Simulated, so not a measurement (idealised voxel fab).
process module | voxel wiring stack
cross-section cut | 160 nm wide | cells 5 nm
A cross-section is a grid of square cells, given in bands from the top down. A band is one or more rows of cells.
Each band's line starts with the height of the band's top and of its bottom, in nm. Then come its materials from left to right, each with its width in nm. One material with "throughout" fills the band from edge to edge. "air" is empty space.
Height 0 is the level under which the wafer as received is all one material. The lowest band goes on downwards, as in "0 down".
A width such as "30 to 40" changes by the same amount from each row of cells to the next, from the band's top row to its bottom row.
"no change" after a step means that no cell of the cross-section changed.
closed voids: empty space of 8 cells or more with no open way to the top, each as width x height at its distance from the left edge, in nm
after a step's settings: what the simulator itself notes on the step
overlay nm, on a step with a mask: how far to the right of its planned place the mask lay; to the left if negative
plan
1 op RECEIVE | material Si
2 op CONFORMAL_DEP | material SiO2 | thk nm 15
3 op CONFORMAL_DEP | material SiCN | thk nm 5
4 op DIRECTIONAL_DEP | material lowk | thk nm 20
5 op DIRECTIONAL_DEP | material aC | thk nm 15
6 op PATTERN | tone open | mask id METAL_1 | material resist | width nm 25 | pitch nm 45 | thk nm 30 | overlay nm 0
7 op DIRECTIONAL_ETCH | etch materials aC | depth nm 15
8 op STRIP | etch materials resist
9 op DIRECTIONAL_ETCH | etch materials lowk | depth nm 20
10 op DIRECTIONAL_ETCH | etch materials SiCN | depth nm 5
11 op STRIP | etch materials aC
12 op CONFORMAL_DEP | material TiN | thk nm 5
13 op FILL_DEP | material Cu | thk nm 5
14 op CMP | height nm 40
15 op CONFORMAL_DEP | material SiCN | thk nm 5
16 op DIRECTIONAL_DEP | material lowk | thk nm 15
17 op MASKED_ETCH | tone open | mask id PLUG_1 | width nm 15 | pitch nm 45 | etch materials lowk | depth nm 15 | overlay nm 0
18 op MASKED_ETCH | tone open | mask id PLUG_1 | width nm 15 | pitch nm 45 | etch materials SiCN | depth nm 5 | overlay nm 0
19 op EPI | material Ru | thk nm 10
20 op EPI | material Ru | thk nm 10
21 op CONFORMAL_DEP | material SiCN | thk nm 5
22 op DIRECTIONAL_DEP | material SiO2 | thk nm 20
23 op PATTERN | tone open | mask id METAL_2 | material resist | width nm 25 | pitch nm 45 | thk nm 15 | overlay nm 0
24 op DIRECTIONAL_ETCH | etch materials SiO2 | depth nm 20
25 op DIRECTIONAL_ETCH | etch materials SiCN | depth nm 5
26 op STRIP | etch materials resist
27 op CONFORMAL_DEP | material TiN | thk nm 5
28 op FILL_DEP | material W | thk nm 10
29 op CMP | height nm 85
30 op CONFORMAL_DEP | material SiCN | thk nm 5
31 op DIRECTIONAL_DEP | material SiO2 | thk nm 35
32 op PATTERN | tone open | mask id METAL_3_HOLES | material resist | width nm 15 | pitch nm 45 | thk nm 20 | overlay nm 0
33 op DIRECTIONAL_ETCH | etch materials SiO2 | depth nm 35
34 op STRIP | etch materials resist
35 op DIRECTIONAL_DEP | material aC | thk nm 10
36 op PATTERN | tone open | mask id METAL_3 | material resist | width nm 25 | pitch nm 45 | thk nm 30 | overlay nm 0
37 op DIRECTIONAL_ETCH | etch materials aC | depth nm 10
38 op STRIP | etch materials resist
39 op DIRECTIONAL_ETCH | etch materials SiO2 | depth nm 20
40 op DIRECTIONAL_ETCH | etch materials SiCN | depth nm 5
41 op STRIP | etch materials aC
42 op CONFORMAL_DEP | material TiN | thk nm 5
43 op FILL_DEP | material Cu | thk nm 10
44 op CMP | height nm 125
45 op CONFORMAL_DEP | material SiCN | thk nm 5
46 op DIRECTIONAL_DEP | material SiO2 | thk nm 10
47 op PATTERN | tone open | mask id PLUG_3 | material resist | width nm 15 | pitch nm 45 | thk nm 15 | overlay nm 0
48 op DIRECTIONAL_ETCH | etch materials SiO2 | depth nm 10
49 op DIRECTIONAL_ETCH | etch materials SiCN | depth nm 5
50 op STRIP | etch materials resist
51 op EPI | material Ru | thk nm 10
52 op EPI | material Ru | thk nm 5
53 op DIRECTIONAL_DEP | material TiN | thk nm 5
54 op DIRECTIONAL_DEP | material Ru | thk nm 20
55 op PATTERN | tone cover | mask id METAL_4 | material resist | width nm 25 | pitch nm 45 | thk nm 15 | overlay nm 0
56 op DIRECTIONAL_ETCH | etch materials Ru | depth nm 20
57 op DIRECTIONAL_ETCH | etch materials TiN | depth nm 5
58 op STRIP | etch materials resist
59 op CONFORMAL_DEP | material SiN | thk nm 5
60 op FILL_DEP | material lowk | thk nm 10
61 op CMP | height nm 165
62 op CONFORMAL_DEP | material SiCN | thk nm 5
as received, after step 1
  0 down: Si throughout
  closed voids: none
first wafer at the end, as planned
  170 to 165: SiCN throughout
  165 to 145: lowk 40 | SiN 5 | Ru 25 | SiN 5 | lowk 10 | SiN 5 | Ru 25 | SiN 5 | lowk 40
  145 to 140: SiN 45 | TiN 25 | SiN 20 | TiN 25 | SiN 45
  140 to 130: SiO2 45 | Ru 15 | SiO2 30 | Ru 15 | SiO2 55
  130 to 125: SiCN 45 | Ru 15 | SiCN 30 | Ru 15 | SiCN 55
  125 to 110: SiO2 45 | TiN 5 | Cu 15 | TiN 5 | SiO2 20 | TiN 5 | Cu 15 | TiN 5 | SiO2 45
  110 to 105: SiO2 45 | TiN 5 | Cu 5 | TiN 15 | SiO2 20 | TiN 5 | Cu 5 | TiN 15 | SiO2 45
  105 to 90: SiO2 45 | TiN 5 | Cu 5 | TiN 5 | SiO2 30 | TiN 5 | Cu 5 | TiN 5 | SiO2 55
  90 to 85: SiCN 45 | TiN 15 | SiCN 30 | TiN 15 | SiCN 55
  85 to 65: SiO2 45 | TiN 5 | W 15 | TiN 5 | SiO2 20 | TiN 5 | W 15 | TiN 5 | SiO2 45
  65 to 60: SiCN 45 | TiN 25 | SiCN 20 | TiN 25 | SiCN 45
  60 to 45: lowk 45 | Ru 15 | lowk 30 | Ru 15 | lowk 55
  45 to 40: SiCN 45 | Ru 15 | SiCN 30 | Ru 15 | SiCN 55
  40 to 20: lowk 45 | TiN 5 | Cu 15 | TiN 5 | lowk 20 | TiN 5 | Cu 15 | TiN 5 | lowk 45
  20 to 15: SiCN 45 | TiN 25 | SiCN 20 | TiN 25 | SiCN 45
  15 to 0: SiO2 throughout
  0 down: Si throughout
  closed voids: none
second wafer at the end: like start, like plan, one mistake
  170 to 165: SiCN throughout
  165 to 145: lowk 40 | SiN 5 | Ru 25 | SiN 5 | lowk 10 | SiN 5 | Ru 25 | SiN 5 | lowk 40
  145 to 140: SiN 45 | TiN 25 | SiN 20 | TiN 25 | SiN 45
  140 to 130: SiO2 45 | Ru 15 | SiO2 30 | Ru 15 | SiO2 55
  130 to 125: SiCN 45 | Ru 15 | SiCN 30 | Ru 15 | SiCN 55
  125 to 110: SiO2 45 | TiN 5 | Cu 15 | TiN 5 | SiO2 20 | TiN 5 | Cu 15 | TiN 5 | SiO2 45
  110 to 105: SiO2 45 | TiN 5 | Cu 5 | TiN 15 | SiO2 20 | TiN 5 | Cu 5 | TiN 15 | SiO2 45
  105 to 90: SiO2 45 | TiN 5 | Cu 5 | TiN 5 | SiO2 30 | TiN 5 | Cu 5 | TiN 5 | SiO2 55
  90 to 85: SiCN 45 | TiN 15 | SiCN 30 | TiN 15 | SiCN 55
  85 to 65: SiO2 45 | TiN 5 | W 15 | TiN 5 | SiO2 20 | TiN 5 | W 15 | TiN 5 | SiO2 45
  65 to 60: SiCN 45 | TiN 25 | SiCN 20 | TiN 25 | SiCN 45
  60 to 45: lowk 45 | Ru 15 | lowk 30 | Ru 15 | lowk 55
  45 to 40: SiCN 45 | Ru 15 | SiCN 30 | Ru 15 | SiCN 55
  40 to 30: lowk 45 | TiN 5 | Cu 15 | TiN 5 | lowk 20 | TiN 5 | Cu 15 | TiN 5 | lowk 45
  30 to 25: SiCN 45 | TiN 25 | SiCN 20 | TiN 25 | SiCN 45
  25 to 0: SiO2 throughout
  0 down: Si throughout
  closed voids: none
what went wrong: step 2 ran as: op CONFORMAL_DEP | material SiO2 | thk nm 25
at the end the second wafer has, in cells: 12 fewer of Cu | 64 more of SiO2 | 8 fewer of TiN | 44 fewer of lowk
